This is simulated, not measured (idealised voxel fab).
Process module, titled voxel released beams
Xsec cut, 185 nm wide, square cell size 5 nm.
We lay out every cross-section as a grid of square cells and spell it out in bands from the top down, where one band means one or more rows of cells.
Band: top height; bottom height; in nm. Then, left to right: material with width in nm, for each material. "everywhere": a single material spanning edge to edge. "air": empty space.
Zero point of the height axis is 0; under it, received wafer = one material. Lowest band: continues down indefinitely, "0 -> down".
A width given as "30->40" starts at the first number in the band's top row and ends at the second number in its bottom row, shifting by an equal amount at every step from row to row.
Step marked "nothing different"? Then no cell in the cross-section changed in it.
For the entry "Unvented voids", the listed items are empty spaces with no open way to the top whose size is 8 cells or more; each item follows the pattern width x height at distance, where distance is from the left edge and all three are in nm.
Where a step's line continues beyond its settings, the continuation is a remark by the simulator itself on that step.
overlay nm: how far to the right of its planned place the mask lay on this masked step (negative: to the left).

List of planned process steps:
1 op RECEIVE | material Si
2 op CONFORMAL_DEP | material Al2O3 | thk nm 5
3 op DIRECTIONAL_DEP | material SiO2 | thk nm 20
4 op MASKED_ETCH | tone open | mask id ANCHOR | width nm 25 | etch materials SiO2 | depth nm 20 | overlay nm 0
5 op CONFORMAL_DEP | material SiN | thk nm 10
6 op DIRECTIONAL_DEP | material aC | thk nm 15
7 op PATTERN | tone cover | mask id BEAM | material resist | width nm 110 | thk nm 35 | overlay nm 0
8 op DIRECTIONAL_ETCH | etch materials aC | depth nm 15
9 op STRIP | etch materials resist
10 op DIRECTIONAL_ETCH | etch materials SiN | depth nm 10
11 op STRIP | etch materials aC
12 op STRIP | etch materials SiO2

The cross-section here shows the wafer as received, i.e. in its state after step 1:
	0 -> down  Si everywhere
	Unvented voids: none

Cross-sectional image of the first of two wafers at the end of the module, the run having proceeded as planned:
	35 -> 25  air (35)  SiN (15)  air (5)  SiN (90)  air (40)
	25 -> 15  air (40)  SiN (10)  air (5)  SiN (10)  air (120)
	15 -> 5  air (40)  SiN (25)  air (120)
	5 -> 0  Al2O3 everywhere
	0 -> down  Si everywhere
	Unvented voids: none

Second wafer through the module, sectioned at the end: same beginning and same plan as the first wafer, with one mistake in carrying it out:
	35 -> 25  air (40)  SiN (10)  air (5)  SiN (95)  air (35)
	25 -> 15  air (40)  SiN (10)  air (5)  SiN (10)  air (120)
	15 -> 5  air (40)  SiN (25)  air (120)
	5 -> 0  Al2O3 everywhere
	0 -> down  Si everywhere
	Unvented voids: none
Processing error: step 7 did not happen as planned, as run it was op PATTERN | tone cover | mask id BEAM | material resist | width nm 110 | thk nm 35 | overlay nm 5
At the close, every material occupies the same number of cells on the second wafer as on the first, only in different positions.
